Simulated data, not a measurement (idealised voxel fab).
process module | voxel spacer lines
cross-section cut | 240 nm wide | cells 5 nm
A cross-section is a grid of square cells, given in bands from the top down. A band is one or more rows of cells.
Each band's line starts with the height of the band's top and of its bottom, in nm. Then come its materials from left to right, each with its width in nm. One material with "throughout" fills the band from edge to edge. "air" is empty space.
Height 0 is the level under which the wafer as received is all one material. The lowest band goes on downwards, as in "0 down".
A width such as "30 to 40" changes by the same amount from each row of cells to the next, from the band's top row to its bottom row.
"no change" after a step means that no cell of the cross-section changed.
closed voids: empty space of 8 cells or more with no open way to the top, each as width x height at its distance from the left edge, in nm
after a step's settings: what the simulator itself notes on the step
overlay nm, on a step with a mask: how far to the right of its planned place the mask lay; to the left if negative
plan
1 op RECEIVE | material Si
2 op CONFORMAL_DEP | material Al2O3 | thk nm 5
3 op DIRECTIONAL_DEP | material SiN | thk nm 15
4 op DIRECTIONAL_DEP | material aC | thk nm 30
5 op PATTERN | tone cover | mask id MANDREL | material resist | width nm 15 | pitch nm 60 | thk nm 40 | overlay nm -15
6 op DIRECTIONAL_ETCH | etch materials aC | depth nm 30
7 op STRIP | etch materials resist
8 op CONFORMAL_DEP | material SiO2 | thk nm 15
9 op DIRECTIONAL_ETCH | etch materials SiO2 | depth nm 15
10 op STRIP | etch materials aC
11 op DIRECTIONAL_ETCH | etch materials SiN | depth nm 15
12 op STRIP | etch materials SiO2
varied across the wafers: overlay nm of step 5. The plan shows the first wafer's value. All wafers start alike
first wafer as received, after step 1
  0 down: Si throughout
  closed voids: none
first wafer at the end, after step 12
  20 to 5: air 20 | SiN 15 | air 15 | SiN 15 | air 15 | SiN 15 | air 15 | SiN 15 | air 15 | SiN 15 | air 15 | SiN 15 | air 55
  5 to 0: Al2O3 throughout
  0 down: Si throughout
  closed voids: none
last wafer at the end
  20 to 5: air 50 | SiN 15 | air 15 | SiN 15 | air 15 | SiN 15 | air 15 | SiN 15 | air 15 | SiN 15 | air 15 | SiN 15 | air 25
  5 to 0: Al2O3 throughout
  0 down: Si throughout
  closed voids: none
each wafer at the end: cells of each material gained (+) or lost (-) since it was received, then its closed voids
overlay nm -15 | +48 Al2O3 | +54 SiN | closed voids: none
overlay nm -10 | +48 Al2O3 | +54 SiN | closed voids: none
overlay nm -5 | +48 Al2O3 | +54 SiN | closed voids: none
overlay nm 0 | +48 Al2O3 | +54 SiN | closed voids: none
overlay nm 5 | +48 Al2O3 | +54 SiN | closed voids: none
overlay nm 10 | +48 Al2O3 | +54 SiN | closed voids: none
overlay nm 15 | +48 Al2O3 | +54 SiN | closed voids: none
